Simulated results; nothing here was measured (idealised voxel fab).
This is a process module. Its name is voxel gate over fins.
We display cut, a cross-section 140 nm in width whose square cells are each 5 nm.
For the purposes of this document, a cross-section shall be understood as a grid of square cells, specified as bands listed in top-to-bottom order, each band consisting of one or more rows of cells.
Band: top and bottom heights (nm) first, top before bottom; then materials from left to right, widths in nm. "full width" marks a sole material filling the band edge to edge. "blank" denotes empty space.
Basically, 0 is our baseline, since under it the wafer straight out of the box is all one material. The bottom band has no lower end and keeps on going down, so it looks like "0 -> down".
The expression "30->40" gives the width at the extremes of the band, the first number at its top row of cells and the second at its bottom row, with the width changing by equal amounts from each row to the next in between.
"changes: none" for a step: no cell of the cross-section changed in that step.
In "Sealed-off cavities" the enclosed voids are listed, meaning empty spaces of 8 cells or larger without any opening to the top. The form is width x height at distance, distance from the left edge, units nm.
That trailing text on a step's line, after the settings, is the simulator's own remark on the step.
overlay nm: for a step with a mask, the amount by which the mask lay right of where it was planned; a negative amount means left of it.

Intended process steps
| 1 | RECEIVE | material Si |
| 2 | CONFORMAL_DEP | material SiN | thk nm 5 |
| 3 | MASKED_ETCH | tone cover | mask id FINS | width nm 15 | pitch nm 45 | etch materials SiN | depth nm 5 | overlay nm 0 |
| 4 | MASKED_ETCH | tone cover | mask id FINS | width nm 15 | pitch nm 45 | etch materials Si | depth nm 40 | overlay nm 0 |
| 5 | OXIDIZE | depth nm 5 |
| 6 | FILL_DEP | material SiO2 | thk nm 5 |
| 7 | CMP | height nm 5 |
| 8 | SELECTIVE_ETCH | etch materials SiO2 | depth nm 20 |
| 9 | STRIP | etch materials SiN |
| 10 | CONFORMAL_DEP | material HfO2 | thk nm 5 |
| 11 | CONFORMAL_DEP | material TiN | thk nm 5 |
| 12 | FILL_DEP | material W | thk nm 15 |
| 13 | CMP | height nm 20 |
| 14 | CONFORMAL_DEP | material SiN | thk nm 10 |

Cross-section of the wafer at receipt, which is the condition after step 1
- 0 -> down: Si full width
- Sealed-off cavities: none

Cross-sectional result after module completion. Note: starting condition and plan are unchanged from above; one processing mistake was made
- 30 -> 20: SiN full width
- 20 -> 10: W full width
- 10 -> 5: W=10, HfO2=25, W=20, HfO2=25, W=20, HfO2=25, W=15
- 5 -> 0: W=10, HfO2=5, TiN=15, HfO2=5, W=20, HfO2=5, TiN=15, HfO2=5, W=20, HfO2=5, TiN=15, HfO2=5, W=15
- 0 -> -5: W=10, HfO2=5, TiN=5, Si=5, TiN=5, HfO2=5, W=20, HfO2=5, TiN=5, Si=5, TiN=5, HfO2=5, W=20, HfO2=5, TiN=5, Si=5, TiN=5, HfO2=5, W=15
- -5 -> -10: HfO2=15, TiN=5, Si=5, TiN=5, HfO2=30, TiN=5, Si=5, TiN=5, HfO2=30, TiN=5, Si=5, TiN=5, HfO2=20
- -10 -> -15: TiN=20, Si=5, TiN=40, Si=5, TiN=40, Si=5, TiN=25
- -15 -> -45: SiO2=20, Si=5, SiO2=40, Si=5, SiO2=40, Si=5, SiO2=25
- -45 -> down: Si full width
- Sealed-off cavities: none
What went wrong in running the wafer? the executed order of steps 10 and 11 is the reverse of that specified in the plan, each step having taken the other's position
